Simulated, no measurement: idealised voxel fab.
process module | voxel air gaps
cross-section cut | 210 nm wide | cells 5 nm
A cross-section is a grid of square cells, given in bands from the top down. A band is one or more rows of cells.
Each band's line starts with the height of the band's top and of its bottom, in nm. Then come its materials from left to right, each with its width in nm. One material with "throughout" fills the band from edge to edge. "air" is empty space.
Height 0 is the level under which the wafer as received is all one material. The lowest band goes on downwards, as in "0 down".
A width such as "30 to 40" changes by the same amount from each row of cells to the next, from the band's top row to its bottom row.
"no change" after a step means that no cell of the cross-section changed.
closed voids: empty space of 8 cells or more with no open way to the top, each as width x height at its distance from the left edge, in nm
after a step's settings: what the simulator itself notes on the step
overlay nm, on a step with a mask: how far to the right of its planned place the mask lay; to the left if negative
plan
1 op RECEIVE | material Si
2 op CONFORMAL_DEP | material SiO2 | thk nm 10
3 op CONFORMAL_DEP | material SiCN | thk nm 5
4 op DIRECTIONAL_DEP | material SiO2 | thk nm 35
5 op PATTERN | tone open | mask id LINES | material resist | width nm 15 | pitch nm 40 | thk nm 15 | overlay nm 0
6 op DIRECTIONAL_ETCH | etch materials SiO2 | depth nm 35
7 op STRIP | etch materials resist
8 op CONFORMAL_DEP | material TiN | thk nm 5
9 op FILL_DEP | material Cu | thk nm 10
10 op CMP | height nm 50
11 op EPI | material Ru | thk nm 10
12 op SELECTIVE_ETCH | etch materials SiO2 | depth nm 45
13 op CONFORMAL_DEP | material SiCN | thk nm 5
as received, after step 1
  0 down: Si throughout
  closed voids: none
first wafer at the end, as planned
  65 to 60: air 40 | SiCN 125 | air 45
  60 to 50: air 40 | SiCN 5 | Ru 35 | SiCN 5 | Ru 35 | SiCN 5 | Ru 35 | SiCN 5 | air 45
  50 to 45: air 40 | SiCN 15 | TiN 5 | Cu 5 | TiN 5 | SiCN 25 | TiN 5 | Cu 5 | TiN 5 | SiCN 25 | TiN 5 | Cu 5 | TiN 5 | SiCN 15 | air 45
  45 to 20: air 50 | SiCN 5 | TiN 5 | Cu 5 | TiN 5 | SiCN 5 | air 15 | SiCN 5 | TiN 5 | Cu 5 | TiN 5 | SiCN 5 | air 15 | SiCN 5 | TiN 5 | Cu 5 | TiN 5 | SiCN 5 | air 55
  20 to 15: SiCN 55 | TiN 15 | SiCN 25 | TiN 15 | SiCN 25 | TiN 15 | SiCN 60
  15 to 10: SiCN throughout
  10 to 0: SiO2 throughout
  0 down: Si throughout
  closed voids: 15 x 25 at 75; 15 x 25 at 115
second wafer at the end: like start, like plan, one mistake
  75 to 70: air 30 | SiCN 145 | air 35
  70 to 50: air 30 | SiCN 5 | Ru 135 | SiCN 5 | air 35
  50 to 45: air 30 | SiCN 25 | TiN 5 | Cu 5 | TiN 5 | SiO2 25 | TiN 5 | Cu 5 | TiN 5 | SiO2 25 | TiN 5 | Cu 5 | TiN 5 | SiCN 25 | air 35
  45 to 20: air 50 | SiCN 5 | TiN 5 | Cu 5 | TiN 5 | SiO2 25 | TiN 5 | Cu 5 | TiN 5 | SiO2 25 | TiN 5 | Cu 5 | TiN 5 | SiCN 5 | air 55
  20 to 15: SiCN 55 | TiN 15 | SiO2 25 | TiN 15 | SiO2 25 | TiN 15 | SiCN 60
  15 to 10: SiCN throughout
  10 to 0: SiO2 throughout
  0 down: Si throughout
  closed voids: none
what went wrong: step 11 was run twice
at the end the second wafer has, in cells: 66 more of Ru | 32 fewer of SiCN | 70 more of SiO2
closed voids at the end (first wafer, second wafer): 2, 0
